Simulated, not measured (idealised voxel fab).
process module | voxel released beams
cross-section cut | 200 nm wide | cells 5 nm
A cross-section is a grid of square cells, given in bands from the top down. A band is one or more rows of cells.
Each band's line starts with the height of the band's top and of its bottom, in nm. Then come its materials from left to right, each with its width in nm. One material with "throughout" fills the band from edge to edge. "air" is empty space.
Height 0 is the level under which the wafer as received is all one material. The lowest band goes on downwards, as in "0 down".
A width such as "30 to 40" changes by the same amount from each row of cells to the next, from the band's top row to its bottom row.
"no change" after a step means that no cell of the cross-section changed.
closed voids: empty space of 8 cells or more with no open way to the top, each as width x height at its distance from the left edge, in nm
after a step's settings: what the simulator itself notes on the step
overlay nm, on a step with a mask: how far to the right of its planned place the mask lay; to the left if negative
plan
1 op RECEIVE | material Si
2 op CONFORMAL_DEP | material SiN | thk nm 10
3 op DIRECTIONAL_DEP | material SiO2 | thk nm 20
4 op MASKED_ETCH | tone open | mask id ANCHOR | width nm 30 | etch materials SiO2 | depth nm 20 | overlay nm 0
5 op CONFORMAL_DEP | material TiN | thk nm 5
6 op DIRECTIONAL_DEP | material aC | thk nm 15
7 op PATTERN | tone cover | mask id BEAM | material resist | width nm 100 | thk nm 30 | overlay nm 0
8 op DIRECTIONAL_ETCH | etch materials aC | depth nm 15
9 op STRIP | etch materials resist
10 op DIRECTIONAL_ETCH | etch materials TiN | depth nm 10
11 op STRIP | etch materials aC
12 op STRIP | etch materials SiO2
varied across the wafers: thk nm of step 5. The plan shows the first wafer's value. All wafers start alike
first wafer as received, after step 1
  0 down: Si throughout
  closed voids: none
first wafer at the end, after step 12
  35 to 30: air 45 | TiN 10 | air 20 | TiN 70 | air 55
  30 to 15: air 50 | TiN 5 | air 20 | TiN 5 | air 120
  15 to 10: air 50 | TiN 30 | air 120
  10 to 0: SiN throughout
  0 down: Si throughout
  closed voids: none
last wafer at the end
  55 to 45: air 45 | TiN 100 | air 55
  45 to 30: TiN throughout
  30 to 10: SiO2 50 | TiN 30 | SiO2 120
  10 to 0: SiN throughout
  0 down: Si throughout
  closed voids: none
each wafer at the end: cells of each material gained (+) or lost (-) since it was received, then its closed voids
thk nm 5 | +80 SiN | +28 TiN | closed voids: none
thk nm 10 | +80 SiN | +56 TiN | closed voids: none
thk nm 15 | +80 SiN | +136 SiO2 | +104 TiN | closed voids: none
thk nm 20 | +80 SiN | +136 SiO2 | +144 TiN | closed voids: none
thk nm 25 | +80 SiN | +136 SiO2 | +184 TiN | closed voids: none
